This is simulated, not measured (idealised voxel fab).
Proc. module: voxel transistor to metal
Cross-sectional view cut (width: 300 nm; square cell size: 5 nm).
Reading order for cross-sections: top band down to bottom band. Underlying form: a grid of square cells. Band size: one or more rows of cells. Within each band entry, the heights of the top and of the bottom of the band appear first, in that order and in nm; the materials of the band then follow from left to right, each with its corresponding width in nm. The designation "full width" on a single material indicates that it fills the band from edge to edge; the designation "blank" indicates empty space. Height datum 0, below which the as-received substrate wafer is one material. Lowest band open at the bottom, running downward: "0 and below". Width spec "30 to 40" -> top row of cells at first value, bottom row at second value, equal per-row change in between. No cell of the cross-section changed in a step that is given as "stayed the same". Closed-off voids of 8+ cells (no open route to the top) go in "Enclosed cavities", written width x height at distance from the left edge, in nm. after a step's settings: what the simulator itself notes on the step. You can add "overlay nm" to a step's line. For a step with a mask, it describes how far the mask lay to the right of its planned position, and a negative number describes a lay to the left. In what follows, pairs of cross-sections are presented, each taken before and after one process step, with the after cross-section shown only down to the lowest band that was altered; the step, together with its settings, is stated below the pair. The pairs may stem from different runs of this module on the same starting wafer; accordingly, a pair should be taken as continuing from the one above it solely where its entry headed "Prior state" indicates as much.
Prior state:
> 20 down to 15 | blank 65, HfO2 15, blank 25, HfO2 15, blank 60, HfO2 15, blank 25, HfO2 15, blank 65
> 15 down to 10 | HfO2 70, SiN 5, HfO2 5, blank 25, HfO2 5, SiN 5, HfO2 70, SiN 5, HfO2 5, blank 25, HfO2 5, SiN 5, HfO2 70
> 10 down to 0 | SiO2 70, SiN 5, HfO2 5, blank 25, HfO2 5, SiN 5, SiO2 70, SiN 5, HfO2 5, blank 25, HfO2 5, SiN 5, SiO2 70
> 0 down to -5 | SiO2 40, SiN 5, SiO2 25, SiN 5, HfO2 5, blank 25, HfO2 5, SiN 5, SiO2 25, SiN 5, SiO2 10, SiN 5, SiO2 25, SiN 5, HfO2 5, blank 25, HfO2 5, SiN 5, SiO2 25, SiN 5, SiO2 40
> -5 down to -10 | SiO2 45, SiGe 25, HfO2 45, SiGe 25, SiO2 20, SiGe 25, HfO2 45, SiGe 25, SiO2 45
> -10 down to -40 | SiO2 45, Si 95, SiO2 20, Si 95, SiO2 45
> -40 and below | Si full width
> Enclosed cavities: none
Cross-Section After Step:
> 25 down to 20 | blank 60, TiN 25, blank 15, TiN 25, blank 50, TiN 25, blank 15, TiN 25, blank 60
> 20 down to 15 | TiN 65, HfO2 15, TiN 5, blank 15, TiN 5, HfO2 15, TiN 60, HfO2 15, TiN 5, blank 15, TiN 5, HfO2 15, TiN 65
> 15 down to 10 | HfO2 70, SiN 5, HfO2 5, TiN 5, blank 15, TiN 5, HfO2 5, SiN 5, HfO2 70, SiN 5, HfO2 5, TiN 5, blank 15, TiN 5, HfO2 5, SiN 5, HfO2 70
> 10 down to 0 | SiO2 70, SiN 5, HfO2 5, TiN 5, blank 15, TiN 5, HfO2 5, SiN 5, SiO2 70, SiN 5, HfO2 5, TiN 5, blank 15, TiN 5, HfO2 5, SiN 5, SiO2 70
> 0 down to -5 | SiO2 40, SiN 5, SiO2 25, SiN 5, HfO2 5, TiN 25, HfO2 5, SiN 5, SiO2 25, SiN 5, SiO2 10, SiN 5, SiO2 25, SiN 5, HfO2 5, TiN 25, HfO2 5, SiN 5, SiO2 25, SiN 5, SiO2 40
> At heights below -5, the structure remains unaltered.
> Enclosed cavities: none
The before and after cross-sections above differ by one step: CONFORMAL_DEP (material TiN; thk nm 5)
Prior state: it's just the after picture from the pair right above this one.
Cross-Section After Step:
> 35 down to 25 | W full width
> 25 down to 20 | W 60, TiN 25, W 15, TiN 25, W 50, TiN 25, W 15, TiN 25, W 60
> 20 down to 15 | TiN 65, HfO2 15, TiN 5, W 15, TiN 5, HfO2 15, TiN 60, HfO2 15, TiN 5, W 15, TiN 5, HfO2 15, TiN 65
> 15 down to 10 | HfO2 70, SiN 5, HfO2 5, TiN 5, W 15, TiN 5, HfO2 5, SiN 5, HfO2 70, SiN 5, HfO2 5, TiN 5, W 15, TiN 5, HfO2 5, SiN 5, HfO2 70
> 10 down to 0 | SiO2 70, SiN 5, HfO2 5, TiN 5, W 15, TiN 5, HfO2 5, SiN 5, SiO2 70, SiN 5, HfO2 5, TiN 5, W 15, TiN 5, HfO2 5, SiN 5, SiO2 70
> At heights below 0, the structure remains unaltered.
> Enclosed cavities: none
The before and after cross-sections above differ by one step: FILL_DEP (material W; thk nm 10)
Prior state: it's just the after picture from the pair right above this one.
Cross-Section After Step:
> 10 down to 0 | SiO2 70, SiN 5, HfO2 5, TiN 5, W 15, TiN 5, HfO2 5, SiN 5, SiO2 70, SiN 5, HfO2 5, TiN 5, W 15, TiN 5, HfO2 5, SiN 5, SiO2 70
> At heights below 0, the structure remains unaltered.
> Enclosed cavities: none
The before and after cross-sections above differ by one step: CMP (height nm 10)
Prior state: it's just the after picture from the pair right above this one.
Cross-Section After Step:
> 20 down to 10 | SiO2 full width
> At heights below 10, the structure remains unaltered.
> Enclosed cavities: none
The before and after cross-sections above differ by one step: DIRECTIONAL_DEP (material SiO2; thk nm 10)
Prior state: it's just the after picture from the pair right above this one.
Cross-Section After Step:
> 30 down to 20 | aC full width
> At heights below 20, the structure remains unaltered.
> Enclosed cavities: none
The before and after cross-sections above differ by one step: DIRECTIONAL_DEP (material aC; thk nm 10)
Prior state: it's just the after picture from the pair right above this one.
Cross-Section After Step:
> 60 down to 30 | resist 50, blank 15, resist 55, blank 15, resist 30, blank 15, resist 55, blank 15, resist 50
> At heights below 30, the structure remains unaltered.
> Enclosed cavities: none
The before and after cross-sections above differ by one step: PATTERN (tone open; mask id CONTACT; material resist; width nm 15; thk nm 30; overlay nm 0)
Prior state: it's just the after picture from the pair right above this one.
Cross-Section After Step:
> 50 down to 30 | resist 50, blank 15, resist 55, blank 15, resist 30, blank 15, resist 55, blank 15, resist 50
> 30 down to 20 | aC 50, blank 15, aC 55, blank 15, aC 30, blank 15, aC 55, blank 15, aC 50
> At heights below 20, the structure remains unaltered.
> Enclosed cavities: none
The before and after cross-sections above differ by one step: DIRECTIONAL_ETCH (etch materials aC; depth nm 10)
Prior state: it's just the after picture from the pair right above this one.
Cross-Section After Step:
> 30 down to 20 | aC 50, blank 15, aC 55, blank 15, aC 30, blank 15, aC 55, blank 15, aC 50
> At heights below 20, the structure remains unaltered.
> Enclosed cavities: none
The before and after cross-sections above differ by one step: STRIP (etch materials resist)
Prior state: it's just the after picture from the pair right above this one.
Cross-Section After Step:
> 30 down to 20 | aC 50, blank 15, aC 55, blank 15, aC 30, blank 15, aC 55, blank 15, aC 50
> 20 down to 10 | SiO2 50, blank 15, SiO2 55, blank 15, SiO2 30, blank 15, SiO2 55, blank 15, SiO2 50
> 10 down to 0 | SiO2 50, blank 15, SiO2 5, SiN 5, HfO2 5, TiN 5, W 15, TiN 5, HfO2 5, SiN 5, SiO2 5, blank 15, SiO2 30, blank 15, SiO2 5, SiN 5, HfO2 5, TiN 5, W 15, TiN 5, HfO2 5, SiN 5, SiO2 5, blank 15, SiO2 50
> 0 down to -5 | SiO2 40, SiN 5, SiO2 5, blank 15, SiO2 5, SiN 5, HfO2 5, TiN 25, HfO2 5, SiN 5, SiO2 5, blank 15, SiO2 5, SiN 5, SiO2 10, SiN 5, SiO2 5, blank 15, SiO2 5, SiN 5, HfO2 5, TiN 25, HfO2 5, SiN 5, SiO2 5, blank 15, SiO2 5, SiN 5, SiO2 40
> At heights below -5, the structure remains unaltered.
> Enclosed cavities: none
The before and after cross-sections above differ by one step: DIRECTIONAL_ETCH (etch materials SiO2; depth nm 25)
Prior state: it's just the after picture from the pair right above this one.
Cross-Section After Step:
> 20 down to 10 | SiO2 50, blank 15, SiO2 55, blank 15, SiO2 30, blank 15, SiO2 55, blank 15, SiO2 50
> At heights below 10, the structure remains unaltered.
> Enclosed cavities: none
The before and after cross-sections above differ by one step: STRIP (etch materials aC)
Prior state: it's just the after picture from the pair right above this one.
Cross-Section After Step:
> 25 down to 20 | TiN 55, blank 5, TiN 65, blank 5, TiN 40, blank 5, TiN 65, blank 5, TiN 55
> 20 down to 10 | SiO2 50, TiN 5, blank 5, TiN 5, SiO2 55, TiN 5, blank 5, TiN 5, SiO2 30, TiN 5, blank 5, TiN 5, SiO2 55, TiN 5, blank 5, TiN 5, SiO2 50
> 10 down to 0 | SiO2 50, TiN 5, blank 5, TiN 5, SiO2 5, SiN 5, HfO2 5, TiN 5, W 15, TiN 5, HfO2 5, SiN 5, SiO2 5, TiN 5, blank 5, TiN 5, SiO2 30, TiN 5, blank 5, TiN 5, SiO2 5, SiN 5, HfO2 5, TiN 5, W 15, TiN 5, HfO2 5, SiN 5, SiO2 5, TiN 5, blank 5, TiN 5, SiO2 50
> 0 down to -5 | SiO2 40, SiN 5, SiO2 5, TiN 15, SiO2 5, SiN 5, HfO2 5, TiN 25, HfO2 5, SiN 5, SiO2 5, TiN 15, SiO2 5, SiN 5, SiO2 10, SiN 5, SiO2 5, TiN 15, SiO2 5, SiN 5, HfO2 5, TiN 25, HfO2 5, SiN 5, SiO2 5, TiN 15, SiO2 5, SiN 5, SiO2 40
> At heights below -5, the structure remains unaltered.
> Enclosed cavities: none
The before and after cross-sections above differ by one step: CONFORMAL_DEP (material TiN; thk nm 5)
Prior state: it's just the after picture from the pair right above this one.
Cross-Section After Step:
> 30 down to 25 | Ru full width
> 25 down to 20 | TiN 55, Ru 5, TiN 65, Ru 5, TiN 40, Ru 5, TiN 65, Ru 5, TiN 55
> 20 down to 10 | SiO2 50, TiN 5, Ru 5, TiN 5, SiO2 55, TiN 5, Ru 5, TiN 5, SiO2 30, TiN 5, Ru 5, TiN 5, SiO2 55, TiN 5, Ru 5, TiN 5, SiO2 50
> 10 down to 0 | SiO2 50, TiN 5, Ru 5, TiN 5, SiO2 5, SiN 5, HfO2 5, TiN 5, W 15, TiN 5, HfO2 5, SiN 5, SiO2 5, TiN 5, Ru 5, TiN 5, SiO2 30, TiN 5, Ru 5, TiN 5, SiO2 5, SiN 5, HfO2 5, TiN 5, W 15, TiN 5, HfO2 5, SiN 5, SiO2 5, TiN 5, Ru 5, TiN 5, SiO2 50
> At heights below 0, the structure remains unaltered.
> Enclosed cavities: none
The before and after cross-sections above differ by one step: FILL_DEP (material Ru; thk nm 5)
Prior state: it's just the after picture from the pair right above this one.
Cross-Section After Step:
> 20 down to 10 | SiO2 50, TiN 5, Ru 5, TiN 5, SiO2 55, TiN 5, Ru 5, TiN 5, SiO2 30, TiN 5, Ru 5, TiN 5, SiO2 55, TiN 5, Ru 5, TiN 5, SiO2 50
> At heights below 10, the structure remains unaltered.
> Enclosed cavities: none
The before and after cross-sections above differ by one step: CMP (height nm 20)
Prior state: it's just the after picture from the pair right above this one.
Cross-Section After Step:
> 25 down to 20 | SiN full width
> At heights below 20, the structure remains unaltered.
> Enclosed cavities: none
The before and after cross-sections above differ by one step: CONFORMAL_DEP (material SiN; thk nm 5)
Prior state: it's just the after picture from the pair right above this one.
Cross-Section After Step:
> 50 down to 25 | SiO2 full width
> At heights below 25, the structure remains unaltered.
> Enclosed cavities: none
The before and after cross-sections above differ by one step: DIRECTIONAL_DEP (material SiO2; thk nm 25)
Prior state: it's just the after picture from the pair right above this one.
Cross-Section After Step:
> 50 down to 25 | SiO2 50, blank 15, SiO2 55, blank 15, SiO2 30, blank 15, SiO2 55, blank 15, SiO2 50
> At heights below 25, the structure remains unaltered.
> Enclosed cavities: none
The before and after cross-sections above differ by one step: MASKED_ETCH (tone open; mask id METAL_1; width nm 15; etch materials SiO2; depth nm 25; overlay nm 0)
Prior state: it's just the after picture from the pair right above this one.
Cross-Section After Step:
> 50 down to 25 | SiO2 50, blank 15, SiO2 55, blank 15, SiO2 30, blank 15, SiO2 55, blank 15, SiO2 50
> 25 down to 20 | SiN 50, blank 15, SiN 55, blank 15, SiN 30, blank 15, SiN 55, blank 15, SiN 50
> At heights below 20, the structure remains unaltered.
> Enclosed cavities: none
The before and after cross-sections above differ by one step: MASKED_ETCH (tone open; mask id METAL_1; width nm 15; etch materials SiN; depth nm 5; overlay nm 0)
Prior state: it's just the after picture from the pair right above this one.
Cross-Section After Step:
> 55 down to 50 | TiN 55, blank 5, TiN 65, blank 5, TiN 40, blank 5, TiN 65, blank 5, TiN 55
> 50 down to 25 | SiO2 50, TiN 5, blank 5, TiN 5, SiO2 55, TiN 5, blank 5, TiN 5, SiO2 30, TiN 5, blank 5, TiN 5, SiO2 55, TiN 5, blank 5, TiN 5, SiO2 50
> 25 down to 20 | SiN 50, TiN 15, SiN 55, TiN 15, SiN 30, TiN 15, SiN 55, TiN 15, SiN 50
> At heights below 20, the structure remains unaltered.
> Enclosed cavities: none
The before and after cross-sections above differ by one step: CONFORMAL_DEP (material TiN; thk nm 5)
Prior state: it's just the after picture from the pair right above this one.
Cross-Section After Step:
> 65 down to 55 | Ru full width
> 55 down to 50 | TiN 55, Ru 5, TiN 65, Ru 5, TiN 40, Ru 5, TiN 65, Ru 5, TiN 55
> 50 down to 25 | SiO2 50, TiN 5, Ru 5, TiN 5, SiO2 55, TiN 5, Ru 5, TiN 5, SiO2 30, TiN 5, Ru 5, TiN 5, SiO2 55, TiN 5, Ru 5, TiN 5, SiO2 50
> At heights below 25, the structure remains unaltered.
> Enclosed cavities: none
The before and after cross-sections above differ by one step: FILL_DEP (material Ru; thk nm 10)
Prior state: it's just the after picture from the pair right above this one.
Cross-Section After Step:
> 50 down to 25 | SiO2 50, TiN 5, Ru 5, TiN 5, SiO2 55, TiN 5, Ru 5, TiN 5, SiO2 30, TiN 5, Ru 5, TiN 5, SiO2 55, TiN 5, Ru 5, TiN 5, SiO2 50
> At heights below 25, the structure remains unaltered.
> Enclosed cavities: none
The before and after cross-sections above differ by one step: CMP (height nm 50)
Prior state: it's just the after picture from the pair right above this one.
Cross-Section After Step:
> 55 down to 50 | SiCN full width
> At heights below 50, the structure remains unaltered.
> Enclosed cavities: none
The before and after cross-sections above differ by one step: CONFORMAL_DEP (material SiCN; thk nm 5)
Prior state: it's just the after picture from the pair right above this one.
Cross-Section After Step:
> 85 down to 55 | lowk full width
> At heights below 55, the structure remains unaltered.
> Enclosed cavities: none
The before and after cross-sections above differ by one step: DIRECTIONAL_DEP (material lowk; thk nm 30)
Prior state: it's just the after picture from the pair right above this one.
Cross-Section After Step:
> 95 down to 85 | aC full width
> At heights below 85, the structure remains unaltered.
> Enclosed cavities: none
The before and after cross-sections above differ by one step: DIRECTIONAL_DEP (material aC; thk nm 10)
Prior state: it's just the after picture from the pair right above this one.
Cross-Section After Step:
> 120 down to 95 | resist 50, blank 15, resist 100, blank 15, resist 120
> At heights below 95, the structure remains unaltered.
> Enclosed cavities: none
The before and after cross-sections above differ by one step: PATTERN (tone open; mask id METAL_2; material resist; width nm 15; pitch nm 115; thk nm 25; overlay nm 0)
Prior state: it's just the after picture from the pair right above this one.
Cross-Section After Step:
> 110 down to 95 | resist 50, blank 15, resist 100, blank 15, resist 120
> 95 down to 85 | aC 50, blank 15, aC 100, blank 15, aC 120
> At heights below 85, the structure remains unaltered.
> Enclosed cavities: none
The before and after cross-sections above differ by one step: DIRECTIONAL_ETCH (etch materials aC; depth nm 10)
Prior state: it's just the after picture from the pair right above this one.
Cross-Section After Step:
> 95 down to 85 | aC 50, blank 15, aC 100, blank 15, aC 120
> At heights below 85, the structure remains unaltered.
> Enclosed cavities: none
The before and after cross-sections above differ by one step: STRIP (etch materials resist)
Prior state: it's just the after picture from the pair right above this one.
Cross-Section After Step:
> 95 down to 85 | aC 50, blank 15, aC 100, blank 15, aC 120
> 85 down to 65 | lowk 50, blank 15, lowk 100, blank 15, lowk 120
> At heights below 65, the structure remains unaltered.
> Enclosed cavities: none
The before and after cross-sections above differ by one step: DIRECTIONAL_ETCH (etch materials lowk; depth nm 20)
Prior state: it's just the after picture from the pair right above this one.
Cross-Section After Step:
> 85 down to 65 | lowk 50, blank 15, lowk 100, blank 15, lowk 120
> At heights below 65, the structure remains unaltered.
> Enclosed cavities: none
The before and after cross-sections above differ by one step: STRIP (etch materials aC)
Prior state: it's just the after picture from the pair right above this one.
Cross-Section After Step:
> 100 down to 85 | aC 50, blank 15, aC 100, blank 15, aC 120
> 85 down to 80 | lowk 50, blank 15, lowk 100, blank 15, lowk 120
> 80 down to 65 | lowk 50, aC 15, lowk 100, aC 15, lowk 120
> At heights below 65, the structure remains unaltered.
> Enclosed cavities: none
The before and after cross-sections above differ by one step: DIRECTIONAL_DEP (material aC; thk nm 15)
Prior state: it's just the after picture from the pair right above this one.
Cross-Section After Step:
> 130 down to 100 | resist 50, blank 15, resist 100, blank 15, resist 120
> At heights below 100, the structure remains unaltered.
> Enclosed cavities: none
The before and after cross-sections above differ by one step: PATTERN (tone open; mask id METAL_2_HOLES; material resist; width nm 15; pitch nm 115; thk nm 30; overlay nm 0)
Prior state: it's just the after picture from the pair right above this one.
Cross-Section After Step:
> 115 down to 100 | resist 50, blank 15, resist 100, blank 15, resist 120
> 100 down to 85 | aC 50, blank 15, aC 100, blank 15, aC 120
> 85 down to 65 | lowk 50, blank 15, lowk 100, blank 15, lowk 120
> At heights below 65, the structure remains unaltered.
> Enclosed cavities: none
The before and after cross-sections above differ by one step: DIRECTIONAL_ETCH (etch materials aC; depth nm 15)
Prior state: it's just the after picture from the pair right above this one.
Cross-Section After Step:
> 100 down to 85 | aC 50, blank 15, aC 100, blank 15, aC 120
> At heights below 85, the structure remains unaltered.
> Enclosed cavities: none
The before and after cross-sections above differ by one step: STRIP (etch materials resist)
Prior state: it's just the after picture from the pair right above this one.
Cross-Section After Step:
> 100 down to 85 | aC 50, blank 15, aC 100, blank 15, aC 120
> 85 down to 55 | lowk 50, blank 15, lowk 100, blank 15, lowk 120
> At heights below 55, the structure remains unaltered.
> Enclosed cavities: none
The before and after cross-sections above differ by one step: DIRECTIONAL_ETCH (etch materials lowk; depth nm 10)
Prior state: it's just the after picture from the pair right above this one.
Cross-Section After Step:
> 100 down to 85 | aC 50, blank 15, aC 100, blank 15, aC 120
> 85 down to 55 | lowk 50, blank 15, lowk 100, blank 15, lowk 120
> 55 down to 50 | SiCN 50, blank 15, SiCN 100, blank 15, SiCN 120
> At heights below 50, the structure remains unaltered.
> Enclosed cavities: none
The before and after cross-sections above differ by one step: DIRECTIONAL_ETCH (etch materials SiCN; depth nm 5)
Prior state: it's just the after picture from the pair right above this one.
Cross-Section After Step:
> 85 down to 55 | lowk 50, blank 15, lowk 100, blank 15, lowk 120
> At heights below 55, the structure remains unaltered.
> Enclosed cavities: none
The before and after cross-sections above differ by one step: STRIP (etch materials aC)
Prior state: it's just the after picture from the pair right above this one.
Cross-Section After Step:
> 90 down to 85 | TiN 55, blank 5, TiN 110, blank 5, TiN 125
> 85 down to 55 | lowk 50, TiN 5, blank 5, TiN 5, lowk 100, TiN 5, blank 5, TiN 5, lowk 120
> 55 down to 50 | SiCN 50, TiN 15, SiCN 100, TiN 15, SiCN 120
> At heights below 50, the structure remains unaltered.
> Enclosed cavities: none
The before and after cross-sections above differ by one step: CONFORMAL_DEP (material TiN; thk nm 5)
Prior state: it's just the after picture from the pair right above this one.
Cross-Section After Step:
> 100 down to 90 | Ru full width
> 90 down to 85 | TiN 55, Ru 5, TiN 110, Ru 5, TiN 125
> 85 down to 55 | lowk 50, TiN 5, Ru 5, TiN 5, lowk 100, TiN 5, Ru 5, TiN 5, lowk 120
> At heights below 55, the structure remains unaltered.
> Enclosed cavities: none
The before and after cross-sections above differ by one step: FILL_DEP (material Ru; thk nm 10)
Prior state: it's just the after picture from the pair right above this one.
Cross-Section After Step:
> 85 down to 55 | lowk 50, TiN 5, Ru 5, TiN 5, lowk 100, TiN 5, Ru 5, TiN 5, lowk 120
> At heights below 55, the structure remains unaltered.
> Enclosed cavities: none
The before and after cross-sections above differ by one step: CMP (height nm 85)
Prior state: it's just the after picture from the pair right above this one.
Cross-Section After Step:
> 90 down to 85 | SiN full width
> At heights below 85, the structure remains unaltered.
> Enclosed cavities: none
The before and after cross-sections above differ by one step: CONFORMAL_DEP (material SiN; thk nm 5)
Prior state:
> 15 down to 0 | SiN full width
> 0 down to -5 | SiO2 full width
> -5 and below | Si full width
> Enclosed cavities: none
Cross-Section After Step:
> 35 down to 15 | blank 35, resist 95, blank 20, resist 95, blank 55
> At heights below 15, the structure remains unaltered.
> Enclosed cavities: none
The before and after cross-sections above differ by one step: PATTERN (tone cover; mask id ACTIVE; material resist; width nm 95; pitch nm 115; thk nm 20; overlay nm -10)
Prior state: it's just the after picture from the pair right above this one.
Cross-Section After Step:
> 35 down to 15 | blank 35, resist 95, blank 20, resist 95, blank 55
> 15 down to 0 | blank 35, SiN 95, blank 20, SiN 95, blank 55
> At heights below 0, the structure remains unaltered.
> Enclosed cavities: none
The before and after cross-sections above differ by one step: DIRECTIONAL_ETCH (etch materials SiN; depth nm 15)
Prior state: it's just the after picture from the pair right above this one.
Cross-Section After Step:
> 35 down to 15 | blank 35, resist 95, blank 20, resist 95, blank 55
> 15 down to 0 | blank 35, SiN 95, blank 20, SiN 95, blank 55
> 0 down to -5 | blank 35, SiO2 95, blank 20, SiO2 95, blank 55
> At heights below -5, the structure remains unaltered.
> Enclosed cavities: none
The before and after cross-sections above differ by one step: DIRECTIONAL_ETCH (etch materials SiO2; depth nm 5)
Prior state: it's just the after picture from the pair right above this one.
Cross-Section After Step:
> 35 down to 15 | blank 35, resist 95, blank 20, resist 95, blank 55
> 15 down to 0 | blank 35, SiN 95, blank 20, SiN 95, blank 55
> 0 down to -5 | blank 35, SiO2 95, blank 20, SiO2 95, blank 55
> -5 down to -40 | blank 35, Si 95, blank 20, Si 95, blank 55
> At heights below -40, the structure remains unaltered.
> Enclosed cavities: none
The before and after cross-sections above differ by one step: DIRECTIONAL_ETCH (etch materials Si; depth nm 35)
Prior state: it's just the after picture from the pair right above this one.
Cross-Section After Step:
> 15 down to 0 | blank 35, SiN 95, blank 20, SiN 95, blank 55
> At heights below 0, the structure remains unaltered.
> Enclosed cavities: none
The before and after cross-sections above differ by one step: STRIP (etch materials resist)
Prior state: it's just the after picture from the pair right above this one.
Cross-Section After Step:
> 30 down to 15 | SiO2 full width
> 15 down to 0 | SiO2 35, SiN 95, SiO2 20, SiN 95, SiO2 55
> 0 down to -5 | SiO2 full width
> -5 down to -40 | SiO2 35, Si 95, SiO2 20, Si 95, SiO2 55
> At heights below -40, the structure remains unaltered.
> Enclosed cavities: none
The before and after cross-sections above differ by one step: FILL_DEP (material SiO2; thk nm 15)
Prior state: it's just the after picture from the pair right above this one.
Cross-Section After Step:
> 15 down to 0 | SiO2 35, SiN 95, SiO2 20, SiN 95, SiO2 55
> At heights below 0, the structure remains unaltered.
> Enclosed cavities: none
The before and after cross-sections above differ by one step: CMP (height nm 15)
Prior state: it's just the after picture from the pair right above this one.
Cross-Section After Step:
> 15 down to 5 | blank 35, SiN 95, blank 20, SiN 95, blank 55
> At heights below 5, the structure remains unaltered.
> Enclosed cavities: none
The before and after cross-sections above differ by one step: SELECTIVE_ETCH (etch materials SiO2; depth nm 10)
Prior state: it's just the after picture from the pair right above this one.
Cross-Section After Step:
> 5 down to 0 | SiO2 35, blank 95, SiO2 20, blank 95, SiO2 55
> At heights below 0, the structure remains unaltered.
> Enclosed cavities: none
The before and after cross-sections above differ by one step: STRIP (etch materials SiN)
Prior state: it's just the after picture from the pair right above this one.
Cross-Section After Step:
> 0 down to -5 | SiO2 30, blank 105, SiO2 10, blank 105, SiO2 50
> At heights below -5, the structure remains unaltered.
> Enclosed cavities: none
The before and after cross-sections above differ by one step: SELECTIVE_ETCH (etch materials SiO2; depth nm 5)
Prior state: it's just the after picture from the pair right above this one.
Cross-Section After Step:
> 0 down to -5 | SiO2 30, blank 105, SiO2 10, blank 105, SiO2 50
> -5 down to -10 | SiO2 full width
> At heights below -10, the structure remains unaltered.
> Enclosed cavities: none
The before and after cross-sections above differ by one step: OXIDIZE (depth nm 5)
Prior state: it's just the after picture from the pair right above this one.
Cross-Section After Step:
> 20 down to 15 | polySi 30, blank 105, polySi 10, blank 105, polySi 50
> 15 down to 0 | polySi full width
> 0 down to -5 | SiO2 30, polySi 105, SiO2 10, polySi 105, SiO2 50
> At heights below -5, the structure remains unaltered.
> Enclosed cavities: none
The before and after cross-sections above differ by one step: DIRECTIONAL_DEP (material polySi; thk nm 20)
Prior state: it's just the after picture from the pair right above this one.
Cross-Section After Step:
> 30 down to 25 | SiCN 30, blank 105, SiCN 10, blank 105, SiCN 50
> 25 down to 20 | SiCN full width
> 20 down to 15 | polySi 30, SiCN 105, polySi 10, SiCN 105, polySi 50
> At heights below 15, the structure remains unaltered.
> Enclosed cavities: none
The before and after cross-sections above differ by one step: DIRECTIONAL_DEP (material SiCN; thk nm 10)
Prior state: it's just the after picture from the pair right above this one.
Cross-Section After Step:
> 45 down to 30 | blank 80, resist 25, blank 90, resist 25, blank 80
> 30 down to 25 | SiCN 30, blank 50, resist 25, blank 30, SiCN 10, blank 50, resist 25, blank 30, SiCN 50
> At heights below 25, the structure remains unaltered.
> Enclosed cavities: none
The before and after cross-sections above differ by one step: PATTERN (tone cover; mask id GATE; material resist; width nm 25; pitch nm 115; thk nm 15; overlay nm 0)
Prior state: it's just the after picture from the pair right above this one.
Cross-Section After Step:
> 45 down to 25 | blank 80, resist 25, blank 90, resist 25, blank 80
> 25 down to 20 | blank 80, SiCN 25, blank 90, SiCN 25, blank 80
> 20 down to 15 | polySi 30, blank 50, SiCN 25, blank 30, polySi 10, blank 50, SiCN 25, blank 30, polySi 50
> At heights below 15, the structure remains unaltered.
> Enclosed cavities: none
The before and after cross-sections above differ by one step: DIRECTIONAL_ETCH (etch materials SiCN; depth nm 20)
Prior state: it's just the after picture from the pair right above this one.
Cross-Section After Step:
> 45 down to 25 | blank 80, resist 25, blank 90, resist 25, blank 80
> 25 down to 15 | blank 80, SiCN 25, blank 90, SiCN 25, blank 80
> 15 down to 0 | blank 80, polySi 25, blank 90, polySi 25, blank 80
> 0 down to -5 | SiO2 30, blank 50, polySi 25, blank 30, SiO2 10, blank 50, polySi 25, blank 30, SiO2 50
> At heights below -5, the structure remains unaltered.
> Enclosed cavities: none
The before and after cross-sections above differ by one step: DIRECTIONAL_ETCH (etch materials polySi; depth nm 30)
Prior state: it's just the after picture from the pair right above this one.
Cross-Section After Step:
> 25 down to 15 | blank 80, SiCN 25, blank 90, SiCN 25, blank 80
> At heights below 15, the structure remains unaltered.
> Enclosed cavities: none
The before and after cross-sections above differ by one step: STRIP (etch materials resist)
Prior state: it's just the after picture from the pair right above this one.
Cross-Section After Step:
> 30 down to 25 | blank 75, SiN 35, blank 80, SiN 35, blank 75
> 25 down to 15 | blank 75, SiN 5, SiCN 25, SiN 5, blank 80, SiN 5, SiCN 25, SiN 5, blank 75
> 15 down to 5 | blank 75, SiN 5, polySi 25, SiN 5, blank 80, SiN 5, polySi 25, SiN 5, blank 75
> 5 down to 0 | SiN 35, blank 40, SiN 5, polySi 25, SiN 5, blank 20, SiN 20, blank 40, SiN 5, polySi 25, SiN 5, blank 20, SiN 55
> 0 down to -5 | SiO2 30, SiN 50, polySi 25, SiN 30, SiO2 10, SiN 50, polySi 25, SiN 30, SiO2 50
> At heights below -5, the structure remains unaltered.
> Enclosed cavities: none
The before and after cross-sections above differ by one step: CONFORMAL_DEP (material SiN; thk nm 5)
Prior state: it's just the after picture from the pair right above this one.
Cross-Section After Step:
> 25 down to 15 | blank 75, SiN 5, SiCN 25, SiN 5, blank 80, SiN 5, SiCN 25, SiN 5, blank 75
> 15 down to 0 | blank 75, SiN 5, polySi 25, SiN 5, blank 80, SiN 5, polySi 25, SiN 5, blank 75
> 0 down to -5 | SiO2 30, SiN 5, blank 40, SiN 5, polySi 25, SiN 5, blank 20, SiN 5, SiO2 10, SiN 5, blank 40, SiN 5, polySi 25, SiN 5, blank 20, SiN 5, SiO2 50
> At heights below -5, the structure remains unaltered.
> Enclosed cavities: none
The before and after cross-sections above differ by one step: DIRECTIONAL_ETCH (etch materials SiN; depth nm 5)
Prior state: it's just the after picture from the pair right above this one.
Cross-Section After Step:
> 25 down to 15 | blank 75, SiN 5, SiCN 25, SiN 5, blank 80, SiN 5, SiCN 25, SiN 5, blank 75
> 15 down to 0 | blank 75, SiN 5, polySi 25, SiN 5, blank 80, SiN 5, polySi 25, SiN 5, blank 75
> 0 down to -5 | blank 30, SiN 5, blank 40, SiN 5, polySi 25, SiN 5, blank 20, SiN 5, blank 10, SiN 5, blank 40, SiN 5, polySi 25, SiN 5, blank 20, SiN 5, blank 50
> -5 down to -10 | SiO2 35, blank 40, SiO2 35, blank 20, SiO2 20, blank 40, SiO2 35, blank 20, SiO2 55
> At heights below -10, the structure remains unaltered.
> Enclosed cavities: none
The before and after cross-sections above differ by one step: DIRECTIONAL_ETCH (etch materials SiO2; depth nm 5)
Prior state: it's just the after picture from the pair right above this one.
Cross-Section After Step:
> 25 down to 15 | blank 75, SiN 5, SiCN 25, SiN 5, blank 80, SiN 5, SiCN 25, SiN 5, blank 75
> 15 down to 0 | blank 75, SiN 5, polySi 25, SiN 5, blank 80, SiN 5, polySi 25, SiN 5, blank 75
> 0 down to -5 | blank 30, SiN 5, blank 40, SiN 5, polySi 25, SiN 5, blank 20, SiN 5, blank 10, SiN 5, blank 40, SiN 5, polySi 25, SiN 5, blank 20, SiN 5, blank 50
> -5 down to -10 | SiO2 35, SiGe 40, SiO2 35, SiGe 20, SiO2 20, SiGe 40, SiO2 35, SiGe 20, SiO2 55
> At heights below -10, the structure remains unaltered.
> Enclosed cavities: none
The before and after cross-sections above differ by one step: EPI (material SiGe; thk nm 5)
